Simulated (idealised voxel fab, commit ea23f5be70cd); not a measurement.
Process module under the name voxel trench capacitor
Xsec cut, 185 nm wide, square cell size 5 nm.
For the purposes of this document, a cross-section shall be understood as a grid of square cells, specified as bands listed in top-to-bottom order, each band consisting of one or more rows of cells. For a band, the entry starts with two heights in nm, that of the top and then that of the bottom, and carries on with the band's materials in order from left to right, each alongside its width in nm; the word "everywhere" beside a single material means it fills the band edge to edge, and "empty" means empty space. Heights are reckoned from 0. Under this level, the received wafer is all of one material. The bottommost band is open-ended downward, for example "top 0, no bottom". Width spec "30 to 40" -> top row of cells at first value, bottom row at second value, equal per-row change in between. Step marked "no modification"? Then no cell in the cross-section changed in it. "Sealed voids" enumerates empty spaces isolated from the top, with no open way to it, that contain at least 8 cells, giving each as width x height at distance from the left edge, all three in nm. Anything after a step's settings on that line? It's the simulator's own note about the step. If you see "overlay nm" on a step's line and that step has a mask, it's telling you how far right of where it was planned the mask ended up; a negative number means it went left instead.
Steps in the process plan
1 op RECEIVE | material Si
2 op CONFORMAL_DEP | material SiN | thk nm 10
3 op PATTERN | tone open | mask id TRENCH | material resist | width nm 15 | pitch nm 40 | thk nm 15 | overlay nm 0
4 op DIRECTIONAL_ETCH | etch materials SiN | depth nm 10
5 op DIRECTIONAL_ETCH | etch materials Si | depth nm 30
6 op STRIP | etch materials resist
7 op CONFORMAL_DEP | material Al2O3 | thk nm 5
8 op FILL_DEP | material polySi | thk nm 5
9 op CMP | height nm 10
As received, after step 1
  top 0, no bottom: Si everywhere
  Sealed voids: none
The following cross-section depicts the wafer upon conclusion of the module. Processing commenced from the starting condition illustrated above and adhered to the plan illustrated above, save for one mistake in execution
  top 10, bottom 0: SiN: 30, polySi: 5, SiN: 35, polySi: 5, SiN: 35, polySi: 5, SiN: 35, polySi: 5, SiN: 30
  top 0, bottom -25: Si: 25, SiN: 5, polySi: 5, SiN: 5, Si: 25, SiN: 5, polySi: 5, SiN: 5, Si: 25, SiN: 5, polySi: 5, SiN: 5, Si: 25, SiN: 5, polySi: 5, SiN: 5, Si: 25
  top -25, bottom -30: Si: 25, SiN: 15, Si: 25, SiN: 15, Si: 25, SiN: 15, Si: 25, SiN: 15, Si: 25
  top -30, no bottom: Si everywhere
  Sealed voids: none
Diagnosis: in deviation from the planned setting, step 7 was conducted as op CONFORMAL_DEP | material SiN | thk nm 5
